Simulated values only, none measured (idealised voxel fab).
Title: Process Module voxel transistor to metal
Section shown: cut. Width: 300 nm. Cell size: 5 nm, square.
A cross-section is a grid of square cells, given in bands from the top down. A band is one or more rows of cells.
In this notation a band is specified by the heights of its top and bottom, in that order and in nm, after which its materials appear from left to right, each paired with its width in nm. The word "edge to edge" attached to a single material means that material fills the band from edge to edge; the word "air" stands for empty space.
Ref level 0: as-received wafer is one material below here. Bottom band extends down with no lower bound ("from 0 down").
Note: "30 to 40" means the width goes from the first number (top row of the band) to the second number (bottom row) in equal steps per row of cells.
A step reported as "no change occurred" is a step in which no cell of the cross-section changed.
For the entry "Sealed-off cavities", the listed items are empty spaces with no open way to the top whose size is 8 cells or more; each item follows the pattern width x height at distance, where distance is from the left edge and all three are in nm.
On each step's line, the part that comes after the settings is the simulator's own comment on the step.
The optional step-line setting "overlay nm" applies to steps with a mask and quantifies how far to the right of its planned location the mask lay, a negative value indicating leftward placement.
-- Set out below are the planned steps of the process
1 RECEIVE (material Si)
2 CONFORMAL_DEP (material SiO2; thk nm 5)
3 CONFORMAL_DEP (material SiN; thk nm 10)
4 PATTERN (tone cover; mask id ACTIVE; material resist; width nm 100; pitch nm 125; thk nm 20; overlay nm 0)
5 DIRECTIONAL_ETCH (etch materials SiN; depth nm 10)
6 DIRECTIONAL_ETCH (etch materials SiO2; depth nm 5)
7 DIRECTIONAL_ETCH (etch materials Si; depth nm 20)
8 STRIP (etch materials resist)
9 FILL_DEP (material SiO2; thk nm 5)
10 CMP (height nm 15)
11 SELECTIVE_ETCH (etch materials SiO2; depth nm 5)
12 STRIP (etch materials SiN)
13 SELECTIVE_ETCH (etch materials SiO2; depth nm 5)
14 OXIDIZE (depth nm 5)
15 DIRECTIONAL_DEP (material polySi; thk nm 25)
16 DIRECTIONAL_DEP (material SiCN; thk nm 10)
17 PATTERN (tone cover; mask id GATE; material resist; width nm 20; pitch nm 125; thk nm 20; overlay nm 0)
18 DIRECTIONAL_ETCH (etch materials SiCN; depth nm 20)
19 DIRECTIONAL_ETCH (etch materials polySi; depth nm 35)
20 STRIP (etch materials resist)
21 CONFORMAL_DEP (material SiN; thk nm 10)
22 DIRECTIONAL_ETCH (etch materials SiN; depth nm 10)
23 DIRECTIONAL_ETCH (etch materials SiO2; depth nm 5)
24 EPI (material nSi; thk nm 5)
25 FILL_DEP (material SiO2; thk nm 5)
26 CMP (height nm 35)
27 DIRECTIONAL_DEP (material SiO2; thk nm 10)
28 PATTERN (tone open; mask id CONTACT; material resist; width nm 25; thk nm 20; overlay nm 0)
29 DIRECTIONAL_ETCH (etch materials SiO2; depth nm 45)
30 STRIP (etch materials resist)
31 CONFORMAL_DEP (material TiN; thk nm 5)
32 FILL_DEP (material W; thk nm 5)
33 CMP (height nm 45)
34 DIRECTIONAL_DEP (material TiN; thk nm 5)
35 DIRECTIONAL_DEP (material Ru; thk nm 25)
36 MASKED_ETCH (tone cover; mask id METAL_1; width nm 15; etch materials Ru; depth nm 25; overlay nm 0)
37 MASKED_ETCH (tone cover; mask id METAL_1; width nm 15; etch materials TiN; depth nm 5; overlay nm 0)
38 FILL_DEP (material SiO2; thk nm 5)
39 CMP (height nm 75)
40 CONFORMAL_DEP (material SiN; thk nm 5)
-- Step 1 complete: cross-section of the wafer as received
    from 0 down: Si edge to edge
    Sealed-off cavities: none
-- Cross-sectional view of the first of the two wafers upon completion of the module, processed in accordance with the plan
    from 80 to 75: SiN edge to edge
    from 75 to 50: SiO2=45, then Ru=15, then SiO2=50, then Ru=15, then SiO2=45, then Ru=15, then SiO2=50, then Ru=15, then SiO2=50
    from 50 to 45: SiO2=45, then TiN=15, then SiO2=50, then TiN=15, then SiO2=45, then TiN=15, then SiO2=50, then TiN=15, then SiO2=50
    from 45 to 35: SiO2=45, then TiN=5, then W=15 to 10, then TiN=5 to 10, then SiO2=30, then TiN=5 to 10, then W=15 to 10, then TiN=5, then SiO2=45, then TiN=5, then W=15 to 10, then TiN=5 to 10, then SiO2=30, then TiN=5 to 10, then W=15 to 10, then TiN=5, then SiO2=50
    from 35 to 25: SiO2=45, then TiN=5, then W=10, then TiN=5, then SiN=10, then SiCN=20, then SiN=10, then TiN=5, then W=10, then TiN=5, then SiO2=45, then TiN=5, then W=10, then TiN=5, then SiN=10, then SiCN=20, then SiN=10, then TiN=5, then W=10, then TiN=5, then SiO2=50
    from 25 to 5: SiO2=45, then TiN=5, then W=10, then TiN=5, then SiN=10, then polySi=20, then SiN=10, then TiN=5, then W=10, then TiN=5, then SiO2=45, then TiN=5, then W=10, then TiN=5, then SiN=10, then polySi=20, then SiN=10, then TiN=5, then W=10, then TiN=5, then SiO2=50
    from 5 to 0: SiO2=30, then SiN=10, then SiO2=5, then TiN=20, then SiN=10, then polySi=20, then SiN=10, then TiN=20, then SiO2=5, then SiN=10, then SiO2=15, then SiN=10, then SiO2=5, then TiN=20, then SiN=10, then polySi=20, then SiN=10, then TiN=20, then SiO2=5, then SiN=10, then SiO2=35
    from 0 to -5: SiO2=40, then nSi=25, then SiO2=40, then nSi=25, then SiO2=35, then nSi=25, then SiO2=40, then nSi=25, then SiO2=45
    from -5 to -20: SiO2=35, then Si=100, then SiO2=25, then Si=100, then SiO2=40
    from -20 down: Si edge to edge
    Sealed-off cavities: none
-- So this is wafer number two of the two, cut at the end of the module - it started where the first did and had the same plan, we just got one thing wrong running it
    from 80 to 75: SiN edge to edge
    from 75 to 50: SiO2=45, then Ru=15, then SiO2=50, then Ru=15, then SiO2=45, then Ru=15, then SiO2=50, then Ru=15, then SiO2=50
    from 50 to 45: SiO2=45, then TiN=15, then SiO2=50, then TiN=15, then SiO2=45, then TiN=15, then SiO2=50, then TiN=15, then SiO2=50
    from 45 to 35: SiO2=45, then TiN=5, then W=15 to 5, then TiN=5 to 15, then SiO2=30, then TiN=5, then W=15, then TiN=5, then SiO2=45, then TiN=5, then W=15 to 5, then TiN=5 to 15, then SiO2=30, then TiN=5, then W=15, then TiN=5, then SiO2=50
    from 35 to 25: SiO2=45, then TiN=5, then W=5, then TiN=5, then SiN=10, then SiCN=20, then SiN=10, then TiN=5, then W=15, then TiN=5, then SiO2=45, then TiN=5, then W=5, then TiN=5, then SiN=10, then SiCN=20, then SiN=10, then TiN=5, then W=15, then TiN=5, then SiO2=50
    from 25 to 5: SiO2=45, then TiN=5, then W=5, then TiN=5, then SiN=10, then polySi=20, then SiN=10, then TiN=5, then W=15, then TiN=5, then SiO2=45, then TiN=5, then W=5, then TiN=5, then SiN=10, then polySi=20, then SiN=10, then TiN=5, then W=15, then TiN=5, then SiO2=50
    from 5 to 0: SiO2=30, then SiN=10, then SiO2=5, then TiN=15, then SiN=10, then polySi=20, then SiN=10, then TiN=25, then SiO2=5, then SiN=10, then SiO2=15, then SiN=10, then SiO2=5, then TiN=15, then SiN=10, then polySi=20, then SiN=10, then TiN=25, then SiO2=5, then SiN=10, then SiO2=35
    from 0 to -5: SiO2=40, then nSi=20, then SiO2=40, then nSi=30, then SiO2=35, then nSi=20, then SiO2=40, then nSi=30, then SiO2=45
    from -5 to -20: SiO2=35, then Si=100, then SiO2=25, then Si=100, then SiO2=40
    from -20 down: Si edge to edge
    Sealed-off cavities: none
Short version of what went wrong: step 17 was run on a setting that differed from the plan, and what really ran there is PATTERN (tone cover; mask id GATE; material resist; width nm 20; pitch nm 125; thk nm 20; overlay nm -5)
Final wafers compared: equal cell tally per material, rearranged layout.
